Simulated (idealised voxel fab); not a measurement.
Herein follows the process module entitled voxel self aligned vias.
It is cross-section cut that appears here, measuring 260 nm in width, its square cells being 5 nm in size.
A cross-section is written here as square cells arranged in a grid, and it is given in bands from the top down, each band taking up one or more rows of cells. A band entry consists of two parts. The first gives the height of the band's top and the height of its bottom, in nm. The rest lists the band's materials from left to right, each with its width in nm. A single material labelled with the word "edge to edge" fills the band from edge to edge, and the word "empty" marks empty space. Height reference: 0 = level under which incoming wafer is all one material. Lowest band: no bottom, runs on downward, e.g. "0..down". The width entry "30..40" should be interpreted row by row: the top row of cells in the band takes the first number, the bottom row takes the second number, and the change between adjacent rows is uniform throughout. "no change" after a step means that no cell of the cross-section changed. In the "Enclosed void inventory" entry, you get each enclosed empty space of 8 cells or more, one with no open way to the top, written width x height at distance, distance from the left edge, in nm. Text after the settings on a step's line: the simulator's own remark on that step. If you see "overlay nm" on a step's line and that step has a mask, it's telling you how far right of where it was planned the mask ended up; a negative number means it went left instead.

-- Set out below are the planned steps of the process
- 1: RECEIVE (material Si)
- 2: CONFORMAL_DEP (material SiO2; thk nm 10)
- 3: CONFORMAL_DEP (material SiCN; thk nm 5)
- 4: DIRECTIONAL_DEP (material lowk; thk nm 30)
- 5: MASKED_ETCH (tone open; mask id LINES; width nm 30; pitch nm 70; etch materials lowk; depth nm 30; overlay nm 0)
- 6: CONFORMAL_DEP (material TiN; thk nm 5)
- 7: FILL_DEP (material Ru; thk nm 5)
- 8: CMP (height nm 45)
- 9: SELECTIVE_ETCH (etch materials W Ru TiN; depth nm 10)
- 10: FILL_DEP (material SiN; thk nm 5)
- 11: CMP (height nm 45)
- 12: DIRECTIONAL_DEP (material lowk; thk nm 15)
- 13: MASKED_ETCH (tone open; mask id VIAS; width nm 50; pitch nm 140; etch materials lowk; depth nm 15; overlay nm 0)
- 14: MASKED_ETCH (tone open; mask id VIAS; width nm 50; pitch nm 140; etch materials SiN; depth nm 10; overlay nm 0)
- 15: CONFORMAL_DEP (material TiN; thk nm 5)
- 16: FILL_DEP (material Ru; thk nm 10)
- 17: CMP (height nm 60)
- 18: CONFORMAL_DEP (material SiCN; thk nm 5)

-- Wafer cross-section on receipt, i.e. after step 1
	0..down = Si edge to edge
	Enclosed void inventory: none

-- Sectioned view, first of two wafers, at the close of the module, processed as intended in the plan
	65..60 = SiCN edge to edge
	60..50 = 35 of lowk, 5 of TiN, 40 of Ru, 5 of TiN, 90 of lowk, 5 of TiN, 40 of Ru, 5 of TiN, 35 of lowk
	50..45 = 35 of lowk, 15 of TiN, 20 of Ru, 15 of TiN, 90 of lowk, 15 of TiN, 20 of Ru, 15 of TiN, 35 of lowk
	45..40 = 45 of lowk, 5 of TiN, 20 of Ru, 5 of TiN, 40 of lowk, 30 of SiN, 40 of lowk, 5 of TiN, 20 of Ru, 5 of TiN, 45 of lowk
	40..35 = 45 of lowk, 30 of TiN, 40 of lowk, 30 of SiN, 40 of lowk, 30 of TiN, 45 of lowk
	35..20 = 45 of lowk, 5 of TiN, 20 of Ru, 5 of TiN, 40 of lowk, 5 of TiN, 20 of Ru, 5 of TiN, 40 of lowk, 5 of TiN, 20 of Ru, 5 of TiN, 45 of lowk
	20..15 = 45 of lowk, 30 of TiN, 40 of lowk, 30 of TiN, 40 of lowk, 30 of TiN, 45 of lowk
	15..10 = SiCN edge to edge
	10..0 = SiO2 edge to edge
	0..down = Si edge to edge
	Enclosed void inventory: none

-- Wafer two (of two), end-of-module cross-section: start = wafer one, plan = wafer one, one run mistake
	65..60 = SiCN edge to edge
	60..45 = 35 of lowk, 5 of TiN, 40 of Ru, 5 of TiN, 90 of lowk, 5 of TiN, 40 of Ru, 5 of TiN, 35 of lowk
	45..40 = 35 of lowk, 5 of TiN, 40 of Ru, 5 of TiN, 30 of lowk, 30 of SiN, 30 of lowk, 5 of TiN, 40 of Ru, 5 of TiN, 35 of lowk
	40..35 = 35 of lowk, 50 of TiN, 30 of lowk, 30 of SiN, 30 of lowk, 50 of TiN, 35 of lowk
	35..30 = 35 of lowk, 15 of TiN, 20 of Ru, 15 of TiN, 30 of lowk, 5 of TiN, 20 of Ru, 5 of TiN, 30 of lowk, 15 of TiN, 20 of Ru, 15 of TiN, 35 of lowk
	30..20 = 45 of lowk, 5 of TiN, 20 of Ru, 5 of TiN, 40 of lowk, 5 of TiN, 20 of Ru, 5 of TiN, 40 of lowk, 5 of TiN, 20 of Ru, 5 of TiN, 45 of lowk
	20..15 = 45 of lowk, 30 of TiN, 40 of lowk, 30 of TiN, 40 of lowk, 30 of TiN, 45 of lowk
	15..10 = SiCN edge to edge
	10..0 = SiO2 edge to edge
	0..down = Si edge to edge
	Enclosed void inventory: none
Misprocessing identified: step 13 of the plan was carried out twice
It is noted that, at the conclusion of processing, the second wafer exhibits a higher or lower cell count for certain materials relative to the first: 16 more of Ru, 8 more of TiN, 24 fewer of lowk
